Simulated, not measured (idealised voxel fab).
process module | voxel released beams
cross-section cut | 260 nm wide | cells 5 nm
A cross-section is a grid of square cells, given in bands from the top down. A band is one or more rows of cells.
Each band's line starts with the height of the band's top and of its bottom, in nm. Then come its materials from left to right, each with its width in nm. One material with "throughout" fills the band from edge to edge. "air" is empty space.
Height 0 is the level under which the wafer as received is all one material. The lowest band goes on downwards, as in "0 down".
A width such as "30 to 40" changes by the same amount from each row of cells to the next, from the band's top row to its bottom row.
"no change" after a step means that no cell of the cross-section changed.
closed voids: empty space of 8 cells or more with no open way to the top, each as width x height at its distance from the left edge, in nm
after a step's settings: what the simulator itself notes on the step
overlay nm, on a step with a mask: how far to the right of its planned place the mask lay; to the left if negative
plan
1 op RECEIVE | material Si
2 op CONFORMAL_DEP | material Al2O3 | thk nm 5
3 op DIRECTIONAL_DEP | material SiO2 | thk nm 10
4 op MASKED_ETCH | tone open | mask id ANCHOR | width nm 45 | etch materials SiO2 | depth nm 10 | overlay nm 0
5 op CONFORMAL_DEP | material polySi | thk nm 15
6 op PATTERN | tone cover | mask id BEAM | material resist | width nm 130 | thk nm 20 | overlay nm 0
7 op DIRECTIONAL_ETCH | etch materials polySi | depth nm 15
8 op STRIP | etch materials resist
9 op STRIP | etch materials SiO2
as received, after step 1
  0 down: Si throughout
  closed voids: none
first wafer at the end, as planned
  30 to 20: air 60 | polySi 20 | air 15 | polySi 95 | air 70
  20 to 15: air 60 | polySi 130 | air 70
  15 to 5: air 65 | polySi 45 | air 150
  5 to 0: Al2O3 throughout
  0 down: Si throughout
  closed voids: none
second wafer at the end: like start, like plan, one mistake
  40 to 25: air 60 | polySi 130 | air 70
  25 to 15: polySi throughout
  15 to 5: SiO2 65 | polySi 45 | SiO2 150
  5 to 0: Al2O3 throughout
  0 down: Si throughout
  closed voids: none
what went wrong: step 5 ran as: op CONFORMAL_DEP | material polySi | thk nm 25
at the end the second wafer has, in cells: 86 more of SiO2 | 110 more of polySi
